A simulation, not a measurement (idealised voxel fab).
process module | voxel plated lines
cross-section cut | 265 nm wide | cells 5 nm
A cross-section is a grid of square cells, given in bands from the top down. A band is one or more rows of cells.
Each band's line starts with the height of the band's top and of its bottom, in nm. Then come its materials from left to right, each with its width in nm. One material with "throughout" fills the band from edge to edge. "air" is empty space.
Height 0 is the level under which the wafer as received is all one material. The lowest band goes on downwards, as in "0 down".
A width such as "30 to 40" changes by the same amount from each row of cells to the next, from the band's top row to its bottom row.
"no change" after a step means that no cell of the cross-section changed.
closed voids: empty space of 8 cells or more with no open way to the top, each as width x height at its distance from the left edge, in nm
after a step's settings: what the simulator itself notes on the step
overlay nm, on a step with a mask: how far to the right of its planned place the mask lay; to the left if negative
plan
1 op RECEIVE | material Si
2 op CONFORMAL_DEP | material Al2O3 | thk nm 10
3 op DIRECTIONAL_DEP | material TiN | thk nm 5
4 op PATTERN | tone open | mask id LINES | material resist | width nm 25 | pitch nm 45 | thk nm 20 | overlay nm 0
5 op EPI | material Ru | thk nm 5
6 op STRIP | etch materials resist
7 op DIRECTIONAL_ETCH | etch materials TiN | depth nm 5
8 op CONFORMAL_DEP | material SiCN | thk nm 10
as received, after step 1
  0 down: Si throughout
  closed voids: none
a wafer at the end: this start, this plan, one mistake
  30 to 20: air 80 | SiCN 90 | air 95
  20 to 15: SiCN 90 | Ru 25 | SiCN 20 | Ru 25 | SiCN 105
  15 to 10: SiCN 90 | TiN 25 | SiCN 20 | TiN 25 | SiCN 105
  10 to 0: Al2O3 throughout
  0 down: Si throughout
  closed voids: none
what went wrong: step 4 ran as: op PATTERN | tone open | mask id LINES | material resist | width nm 25 | pitch nm 45 | thk nm 20 | overlay nm -5
